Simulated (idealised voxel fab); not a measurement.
Module name: voxel double patterning (process module)
FYI the section here is cut, 220 nm wide, cells are 5 nm squares.
Cross-section, as written here: a square-cell grid given band by band from the top down, where a band holds one or more rows of cells. This entry defines a band. It first specifies the height of the band's top and the height of its bottom in nm, and then specifies the band's materials from left to right, stating each material with its width in nm. The word "full width" identifies a single material that fills the band from edge to edge, while the word "empty" identifies empty space. Heights are reckoned from 0. Under this level, the received wafer is all of one material. The bottommost band is open-ended downward, for example "top 0, no bottom". A width given as "30->40" starts at the first number in the band's top row and ends at the second number in its bottom row, shifting by an equal amount at every step from row to row. When a step is marked "nothing changed", none of the cells in the cross-section changed during that step. Basically, "Closed internal cavities" tells you about the enclosed voids: empty spaces with no open way to the top, 8 cells or bigger, each written width x height at distance, where distance is from the left edge, all in nm. Post-settings text on a step line: simulator's own remark regarding the step. "overlay nm" denotes, for a step that has a mask, the displacement of the mask to the right of its planned place, with negative values corresponding to the left.
So here's the lineup of process steps we planned
1,RECEIVE,material Si
2,CONFORMAL_DEP,material SiO2,thk nm 5
3,DIRECTIONAL_DEP,material TiN,thk nm 15
4,DIRECTIONAL_DEP,material SiCN,thk nm 10
5,PATTERN,tone open,mask id FIRST,material resist,width nm 15,pitch nm 50,thk nm 15,overlay nm 0
6,DIRECTIONAL_ETCH,etch materials SiCN,depth nm 10
7,STRIP,etch materials resist
8,DIRECTIONAL_DEP,material aC,thk nm 10
9,PATTERN,tone open,mask id SECOND,material resist,width nm 15,thk nm 25,overlay nm 0
10,DIRECTIONAL_ETCH,etch materials aC,depth nm 10
11,STRIP,etch materials resist
12,DIRECTIONAL_ETCH,etch materials SiCN,depth nm 10
13,STRIP,etch materials aC
14,DIRECTIONAL_ETCH,etch materials TiN,depth nm 15
15,STRIP,etch materials SiCN
Here's what the wafer looked like in cross-section when it arrived - that's after step 1
- top 0, no bottom: Si full width
- Closed internal cavities: none
Cross-section taken at module completion on the first of two wafers; processed per the plan
- top 20, bottom 5: 75 nm TiN  15 nm empty  10 nm TiN  15 nm empty  10 nm TiN  15 nm empty  80 nm TiN
- top 5, bottom 0: SiO2 full width
- top 0, no bottom: Si full width
- Closed internal cavities: none
Cross-sectional image of the second wafer of the two following completion of the module. Starting state and process plan were the same as for the first wafer; one execution error occurred
- top 30, bottom 15: 75 nm TiN  15 nm empty  10 nm TiN  15 nm empty  10 nm TiN  15 nm empty  80 nm TiN
- top 15, bottom 0: SiO2 full width
- top 0, no bottom: Si full width
- Closed internal cavities: none
Finding, execution versus plan: note that step 2 departed from the planned setting and was carried out as CONFORMAL_DEP,material SiO2,thk nm 15
Cell-count delta at end, second wafer over first, by material: +88 SiO2
